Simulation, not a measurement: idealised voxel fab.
Name of the process module below: voxel self aligned vias
For reference, the cross-section in this document is cut, with width 270 nm and square cells of 5 nm.
In what follows, cross-sections appear as grids of square cells, described through bands that run from the top down, where every band is one or more rows of cells. Heads up on the band format: heights come first, top then bottom, in nm. After that it's the materials left to right, each with its width in nm. A single material flagged "throughout" fills the whole band edge to edge, and "air" means there's empty space there. Ref level 0: as-received wafer is one material below here. Bottom band extends down with no lower bound ("0 -> down"). Width "30->40": first value at the band's top row of cells, second value at its bottom row, equal change from row to row. The designation "nothing altered", where it is given for a processing step, indicates that no cell of the cross-section was altered in the course of that step. Each empty space that has no open way to the top and spans at least 8 cells appears under "Closed void list" as width x height at distance, the distance counted from the left edge, all in nm. It should be noted that, on the line of a given step, the content following the step's settings is a remark produced by the simulator itself with respect to that step. Steps that use a mask can have "overlay nm" on their line. It says how far the mask sat to the right of where it was meant to be. Negative means to the left.

The steps planned for the process are as follows
1: RECEIVE with material Si
2: CONFORMAL_DEP with material SiO2, thk nm 15
3: CONFORMAL_DEP with material SiCN, thk nm 5
4: DIRECTIONAL_DEP with material SiO2, thk nm 25
5: MASKED_ETCH with tone open, mask id LINES, width nm 30, pitch nm 80, etch materials SiO2, depth nm 25, overlay nm 0
6: CONFORMAL_DEP with material TiN, thk nm 5
7: FILL_DEP with material W, thk nm 10
8: CMP with height nm 45
9: SELECTIVE_ETCH with etch materials W Ru TiN, depth nm 10
10: FILL_DEP with material SiN, thk nm 10
11: CMP with height nm 45
12: DIRECTIONAL_DEP with material SiO2, thk nm 15
13: PATTERN with tone open, mask id VIAS, material resist, width nm 50, pitch nm 80, thk nm 20, overlay nm 0
14: DIRECTIONAL_ETCH with etch materials SiO2, depth nm 15
15: DIRECTIONAL_ETCH with etch materials SiN, depth nm 10
16: STRIP with etch materials resist
17: CONFORMAL_DEP with material TiN, thk nm 5
18: FILL_DEP with material W, thk nm 10
19: CMP with height nm 60
20: CONFORMAL_DEP with material SiCN, thk nm 5

Of two wafers, the first: run according to plan

As received (post step 1): cross-section
> 0 -> down = Si throughout
> Closed void list: none

Wafer after step 2 (cross-section)
> 15 -> 0 = SiO2 throughout
> Below 0 it's all the same as before, nothing changed down there.

Wafer after step 3 (cross-section)
> 20 -> 15 = SiCN throughout
> Below 15 it's all the same as before, nothing changed down there.

Wafer after step 4 (cross-section)
> 45 -> 20 = SiO2 throughout
> Below 20 it's all the same as before, nothing changed down there.

Wafer after step 5 (cross-section)
> 45 -> 20 = 80 SiO2 | 30 air | 50 SiO2 | 30 air | 80 SiO2
> Below 20 it's all the same as before, nothing changed down there.

Wafer after step 6 (cross-section)
> 50 -> 45 = 85 TiN | 20 air | 60 TiN | 20 air | 85 TiN
> 45 -> 25 = 80 SiO2 | 5 TiN | 20 air | 5 TiN | 50 SiO2 | 5 TiN | 20 air | 5 TiN | 80 SiO2
> 25 -> 20 = 80 SiO2 | 30 TiN | 50 SiO2 | 30 TiN | 80 SiO2
> Below 20 it's all the same as before, nothing changed down there.

Wafer after step 7 (cross-section)
> 60 -> 50 = W throughout
> 50 -> 45 = 85 TiN | 20 W | 60 TiN | 20 W | 85 TiN
> 45 -> 25 = 80 SiO2 | 5 TiN | 20 W | 5 TiN | 50 SiO2 | 5 TiN | 20 W | 5 TiN | 80 SiO2
> Below 25 it's all the same as before, nothing changed down there.

Wafer after step 8 (cross-section)
> 45 -> 25 = 80 SiO2 | 5 TiN | 20 W | 5 TiN | 50 SiO2 | 5 TiN | 20 W | 5 TiN | 80 SiO2
> Below 25 it's all the same as before, nothing changed down there.

Wafer after step 9 (cross-section)
> 45 -> 35 = 80 SiO2 | 30 air | 50 SiO2 | 30 air | 80 SiO2
> Below 35 it's all the same as before, nothing changed down there.

Wafer after step 10 (cross-section)
> 55 -> 45 = SiN throughout
> 45 -> 35 = 80 SiO2 | 30 SiN | 50 SiO2 | 30 SiN | 80 SiO2
> Below 35 it's all the same as before, nothing changed down there.

Wafer after step 11 (cross-section)
> 45 -> 35 = 80 SiO2 | 30 SiN | 50 SiO2 | 30 SiN | 80 SiO2
> Below 35 it's all the same as before, nothing changed down there.

Wafer after step 12 (cross-section)
> 60 -> 45 = SiO2 throughout
> Below 45 it's all the same as before, nothing changed down there.

Wafer after step 13 (cross-section)
> 80 -> 60 = 70 resist | 50 air | 30 resist | 50 air | 70 resist
> Below 60 it's all the same as before, nothing changed down there.

Wafer after step 14 (cross-section)
> 80 -> 60 = 70 resist | 50 air | 30 resist | 50 air | 70 resist
> 60 -> 45 = 70 SiO2 | 50 air | 30 SiO2 | 50 air | 70 SiO2
> Below 45 it's all the same as before, nothing changed down there.

Wafer after step 15 (cross-section)
> 80 -> 60 = 70 resist | 50 air | 30 resist | 50 air | 70 resist
> 60 -> 45 = 70 SiO2 | 50 air | 30 SiO2 | 50 air | 70 SiO2
> 45 -> 35 = 80 SiO2 | 30 air | 50 SiO2 | 30 air | 80 SiO2
> Below 35 it's all the same as before, nothing changed down there.

Wafer after step 16 (cross-section)
> 60 -> 45 = 70 SiO2 | 50 air | 30 SiO2 | 50 air | 70 SiO2
> Below 45 it's all the same as before, nothing changed down there.

Wafer after step 17 (cross-section)
> 65 -> 60 = 75 TiN | 40 air | 40 TiN | 40 air | 75 TiN
> 60 -> 50 = 70 SiO2 | 5 TiN | 40 air | 5 TiN | 30 SiO2 | 5 TiN | 40 air | 5 TiN | 70 SiO2
> 50 -> 40 = 70->80 SiO2 | 15->5 TiN | 20 air | 15->5 TiN | 30->50 SiO2 | 15->5 TiN | 20 air | 15->5 TiN | 70->80 SiO2
> 40 -> 35 = 80 SiO2 | 30 TiN | 50 SiO2 | 30 TiN | 80 SiO2
> Below 35 it's all the same as before, nothing changed down there.

Wafer after step 18 (cross-section)
> 75 -> 65 = W throughout
> 65 -> 60 = 75 TiN | 40 W | 40 TiN | 40 W | 75 TiN
> 60 -> 50 = 70 SiO2 | 5 TiN | 40 W | 5 TiN | 30 SiO2 | 5 TiN | 40 W | 5 TiN | 70 SiO2
> 50 -> 40 = 70->80 SiO2 | 15->5 TiN | 20 W | 15->5 TiN | 30->50 SiO2 | 15->5 TiN | 20 W | 15->5 TiN | 70->80 SiO2
> Below 40 it's all the same as before, nothing changed down there.

Wafer after step 19 (cross-section)
> 60 -> 50 = 70 SiO2 | 5 TiN | 40 W | 5 TiN | 30 SiO2 | 5 TiN | 40 W | 5 TiN | 70 SiO2
> Below 50 it's all the same as before, nothing changed down there.

Wafer after step 20 (cross-section)
> 65 -> 60 = SiCN throughout
> Below 60 it's all the same as before, nothing changed down there.

Second wafer - shared start and plan with the first - one error in running - same as the first up to step 1 inclusive

Cross-section: second wafer, time at which step 2 was scheduled to end
> 5 -> 0 = SiO2 throughout
> Below 0 it's all the same as before, nothing changed down there.

Cross-section: second wafer, time at which step 3 was scheduled to end
> 10 -> 5 = SiCN throughout
> Below 5 it's all the same as before, nothing changed down there.

Cross-section: second wafer, time at which step 4 was scheduled to end
> 35 -> 10 = SiO2 throughout
> Below 10 it's all the same as before, nothing changed down there.

Cross-section: second wafer, time at which step 5 was scheduled to end
> 35 -> 10 = 80 SiO2 | 30 air | 50 SiO2 | 30 air | 80 SiO2
> Below 10 it's all the same as before, nothing changed down there.

Cross-section: second wafer, time at which step 6 was scheduled to end
> 40 -> 35 = 85 TiN | 20 air | 60 TiN | 20 air | 85 TiN
> 35 -> 15 = 80 SiO2 | 5 TiN | 20 air | 5 TiN | 50 SiO2 | 5 TiN | 20 air | 5 TiN | 80 SiO2
> 15 -> 10 = 80 SiO2 | 30 TiN | 50 SiO2 | 30 TiN | 80 SiO2
> Below 10 it's all the same as before, nothing changed down there.

Cross-section: second wafer, time at which step 7 was scheduled to end
> 50 -> 40 = W throughout
> 40 -> 35 = 85 TiN | 20 W | 60 TiN | 20 W | 85 TiN
> 35 -> 15 = 80 SiO2 | 5 TiN | 20 W | 5 TiN | 50 SiO2 | 5 TiN | 20 W | 5 TiN | 80 SiO2
> Below 15 it's all the same as before, nothing changed down there.

Cross-section: second wafer, time at which step 8 was scheduled to end
> 45 -> 40 = W throughout
> Below 40 it's all the same as before, nothing changed down there.

Cross-section: second wafer, time at which step 9 was scheduled to end
> 35 -> 15 = 80 SiO2 | 5 TiN | 20 W | 5 TiN | 50 SiO2 | 5 TiN | 20 W | 5 TiN | 80 SiO2
> Below 15 it's all the same as before, nothing changed down there.

Cross-section: second wafer, time at which step 10 was scheduled to end
> 45 -> 35 = SiN throughout
> Below 35 it's all the same as before, nothing changed down there.

Cross-section: second wafer, time at which step 11 was scheduled to end: nothing altered

Cross-section: second wafer, time at which step 12 was scheduled to end
> 60 -> 45 = SiO2 throughout
> Below 45 it's all the same as before, nothing changed down there.

Cross-section: second wafer, time at which step 13 was scheduled to end
> 80 -> 60 = 70 resist | 50 air | 30 resist | 50 air | 70 resist
> Below 60 it's all the same as before, nothing changed down there.

Cross-section: second wafer, time at which step 14 was scheduled to end
> 80 -> 60 = 70 resist | 50 air | 30 resist | 50 air | 70 resist
> 60 -> 45 = 70 SiO2 | 50 air | 30 SiO2 | 50 air | 70 SiO2
> Below 45 it's all the same as before, nothing changed down there.

Cross-section: second wafer, time at which step 15 was scheduled to end
> 80 -> 60 = 70 resist | 50 air | 30 resist | 50 air | 70 resist
> 60 -> 45 = 70 SiO2 | 50 air | 30 SiO2 | 50 air | 70 SiO2
> 45 -> 35 = 70 SiN | 50 air | 30 SiN | 50 air | 70 SiN
> Below 35 it's all the same as before, nothing changed down there.

Cross-section: second wafer, time at which step 16 was scheduled to end
> 60 -> 45 = 70 SiO2 | 50 air | 30 SiO2 | 50 air | 70 SiO2
> Below 45 it's all the same as before, nothing changed down there.

Cross-section: second wafer, time at which step 17 was scheduled to end
> 65 -> 60 = 75 TiN | 40 air | 40 TiN | 40 air | 75 TiN
> 60 -> 45 = 70 SiO2 | 5 TiN | 40 air | 5 TiN | 30 SiO2 | 5 TiN | 40 air | 5 TiN | 70 SiO2
> 45 -> 40 = 70 SiN | 5 TiN | 40 air | 5 TiN | 30 SiN | 5 TiN | 40 air | 5 TiN | 70 SiN
> 40 -> 35 = 70 SiN | 50 TiN | 30 SiN | 50 TiN | 70 SiN
> Below 35 it's all the same as before, nothing changed down there.

Cross-section: second wafer, time at which step 18 was scheduled to end
> 75 -> 65 = W throughout
> 65 -> 60 = 75 TiN | 40 W | 40 TiN | 40 W | 75 TiN
> 60 -> 45 = 70 SiO2 | 5 TiN | 40 W | 5 TiN | 30 SiO2 | 5 TiN | 40 W | 5 TiN | 70 SiO2
> 45 -> 40 = 70 SiN | 5 TiN | 40 W | 5 TiN | 30 SiN | 5 TiN | 40 W | 5 TiN | 70 SiN
> Below 40 it's all the same as before, nothing changed down there.

Cross-section: second wafer, time at which step 19 was scheduled to end
> 60 -> 45 = 70 SiO2 | 5 TiN | 40 W | 5 TiN | 30 SiO2 | 5 TiN | 40 W | 5 TiN | 70 SiO2
> Below 45 it's all the same as before, nothing changed down there.

Cross-section: second wafer, time at which step 20 was scheduled to end
> 65 -> 60 = SiCN throughout
> Below 60 it's all the same as before, nothing changed down there.
Deviation noted in wafer processing: step 2 was processed under conditions differing from the plan, specifically as CONFORMAL_DEP with material SiO2, thk nm 5
Bottom line after processing is that, in cells, the second wafer is up or down on some materials versus the first: 68 more of SiN | 108 fewer of SiO2 | 8 more of TiN | 32 more of W
